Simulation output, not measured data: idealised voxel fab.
A process module follows: voxel air gaps.
In the cross-section labelled cut, the width is 265 nm and each square cell is 5 nm.
A cross-section is written here as square cells arranged in a grid, and it is given in bands from the top down, each band taking up one or more rows of cells.
Within each band entry, the heights of the top and of the bottom of the band appear first, in that order and in nm; the materials of the band then follow from left to right, each with its corresponding width in nm. The designation "edge to edge" on a single material indicates that it fills the band from edge to edge; the designation "blank" indicates empty space.
Height is counted from the level 0, under which the received wafer is composed throughout of one material. The lowest of the bands is not closed at the bottom but continues downward, in the notation "0..down".
It should be noted that a width expressed as "30..40" varies in equal increments from row to row of cells within the band, taking the value of the first number at the top row and that of the second number at the bottom row.
Take "remains unaltered" at face value: in the step it is given for, the cross-section changed in none of its cells.
Look at "Voids, enclosed" for the closed voids: empty spaces with no open path to the top, sized 8 cells or up. Each is width x height at distance, distance from the left edge, all nm.
Read whatever lies past the settings on a step's line as the simulator's own remark about the step.
overlay nm: for a step with a mask, the amount by which the mask lay right of where it was planned; a negative amount means left of it.

So here's the lineup of process steps we planned
| 1 | RECEIVE,material Si |
| 2 | CONFORMAL_DEP,material SiO2,thk nm 15 |
| 3 | CONFORMAL_DEP,material SiN,thk nm 5 |
| 4 | DIRECTIONAL_DEP,material SiO2,thk nm 40 |
| 5 | DIRECTIONAL_DEP,material aC,thk nm 15 |
| 6 | PATTERN,tone open,mask id LINES,material resist,width nm 25,pitch nm 55,thk nm 35,overlay nm 0 |
| 7 | DIRECTIONAL_ETCH,etch materials aC,depth nm 15 |
| 8 | STRIP,etch materials resist |
| 9 | DIRECTIONAL_ETCH,etch materials SiO2,depth nm 40 |
| 10 | STRIP,etch materials aC |
| 11 | CONFORMAL_DEP,material TiN,thk nm 5 |
| 12 | FILL_DEP,material W,thk nm 10 |
| 13 | CMP,height nm 60 |
| 14 | EPI,material Ru,thk nm 10 |
| 15 | SELECTIVE_ETCH,etch materials SiO2,depth nm 50 |
| 16 | CONFORMAL_DEP,material SiCN,thk nm 5 |

Cross-section of the wafer at receipt, which is the condition after step 1
    0..down = Si edge to edge
    Voids, enclosed: none

Wafer at module end, in section. Began as above, planned as above, run with one mistake
    75..70 = blank: 20  SiCN: 220  blank: 25
    70..60 = blank: 20  SiCN: 5  Ru: 45  SiCN: 10  Ru: 45  SiCN: 10  Ru: 45  SiCN: 10  Ru: 45  SiCN: 5  blank: 25
    60..55 = blank: 20  SiCN: 15  TiN: 5  W: 15  TiN: 5  SiCN: 30  TiN: 5  W: 15  TiN: 5  SiCN: 30  TiN: 5  W: 15  TiN: 5  SiCN: 30  TiN: 5  W: 15  TiN: 5  SiCN: 15  blank: 25
    55..25 = blank: 30  SiCN: 5  TiN: 5  W: 15  TiN: 5  SiCN: 5  blank: 20  SiCN: 5  TiN: 5  W: 15  TiN: 5  SiCN: 5  blank: 20  SiCN: 5  TiN: 5  W: 15  TiN: 5  SiCN: 5  blank: 20  SiCN: 5  TiN: 5  W: 15  TiN: 5  SiCN: 5  blank: 35
    25..20 = blank: 30  SiCN: 5  TiN: 25  SiCN: 5  blank: 20  SiCN: 5  TiN: 25  SiCN: 5  blank: 20  SiCN: 5  TiN: 25  SiCN: 5  blank: 20  SiCN: 5  TiN: 25  SiCN: 5  blank: 35
    20..15 = blank: 30  SiCN: 15  SiO2: 5  SiCN: 15  blank: 20  SiCN: 15  SiO2: 5  SiCN: 15  blank: 20  SiCN: 15  SiO2: 5  SiCN: 15  blank: 20  SiCN: 15  SiO2: 5  SiCN: 15  blank: 35
    15..10 = SiCN: 45  SiO2: 5  SiCN: 50  SiO2: 5  SiCN: 50  SiO2: 5  SiCN: 50  SiO2: 5  SiCN: 50
    10..0 = SiO2 edge to edge
    0..down = Si edge to edge
    Voids, enclosed: 20 x 40 at 65; 20 x 40 at 120; 20 x 40 at 175
It is concluded that the wafer was processed incorrectly with respect to the plan, in that the process deviated at step 3: the operation and settings actually run there were CONFORMAL_DEP,material SiO2,thk nm 5
